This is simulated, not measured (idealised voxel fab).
process module | voxel double patterning
cross-section cut | 255 nm wide | cells 5 nm
A cross-section is a grid of square cells, given in bands from the top down. A band is one or more rows of cells.
Each band's line starts with the height of the band's top and of its bottom, in nm. Then come its materials from left to right, each with its width in nm. One material with "throughout" fills the band from edge to edge. "air" is empty space.
Height 0 is the level under which the wafer as received is all one material. The lowest band goes on downwards, as in "0 down".
A width such as "30 to 40" changes by the same amount from each row of cells to the next, from the band's top row to its bottom row.
"no change" after a step means that no cell of the cross-section changed.
closed voids: empty space of 8 cells or more with no open way to the top, each as width x height at its distance from the left edge, in nm
after a step's settings: what the simulator itself notes on the step
overlay nm, on a step with a mask: how far to the right of its planned place the mask lay; to the left if negative
plan
1 op RECEIVE | material Si
2 op CONFORMAL_DEP | material SiO2 | thk nm 5
3 op DIRECTIONAL_DEP | material polySi | thk nm 10
4 op DIRECTIONAL_DEP | material SiN | thk nm 5
5 op PATTERN | tone open | mask id FIRST | material resist | width nm 15 | pitch nm 50 | thk nm 20 | overlay nm -15
6 op DIRECTIONAL_ETCH | etch materials SiN | depth nm 5
7 op STRIP | etch materials resist
8 op DIRECTIONAL_DEP | material aC | thk nm 10
9 op PATTERN | tone open | mask id SECOND | material resist | width nm 15 | pitch nm 50 | thk nm 30 | overlay nm 0
10 op DIRECTIONAL_ETCH | etch materials aC | depth nm 10
11 op STRIP | etch materials resist
12 op DIRECTIONAL_ETCH | etch materials SiN | depth nm 5
13 op STRIP | etch materials aC
14 op DIRECTIONAL_ETCH | etch materials polySi | depth nm 10
15 op STRIP | etch materials SiN
varied across the wafers: overlay nm of step 5. The plan shows the first wafer's value. All wafers start alike
first wafer as received, after step 1
  0 down: Si throughout
  closed voids: none
first wafer at the end, after step 15
  15 to 5: polySi 55 | air 15 | polySi 25 | air 25 | polySi 25 | air 25 | polySi 85
  5 to 0: SiO2 throughout
  0 down: Si throughout
  closed voids: none
last wafer at the end
  15 to 5: polySi 85 | air 25 | polySi 25 | air 25 | polySi 25 | air 15 | polySi 55
  5 to 0: SiO2 throughout
  0 down: Si throughout
  closed voids: none
each wafer at the end: cells of each material gained (+) or lost (-) since it was received, then its closed voids
overlay nm -15 | +51 SiO2 | +76 polySi | closed voids: none
overlay nm -10 | +51 SiO2 | +72 polySi | closed voids: none
overlay nm -5 | +51 SiO2 | +72 polySi | closed voids: none
overlay nm 0 | +51 SiO2 | +72 polySi | closed voids: none
overlay nm 5 | +51 SiO2 | +72 polySi | closed voids: none
overlay nm 10 | +51 SiO2 | +72 polySi | closed voids: none
overlay nm 15 | +51 SiO2 | +76 polySi | closed voids: none
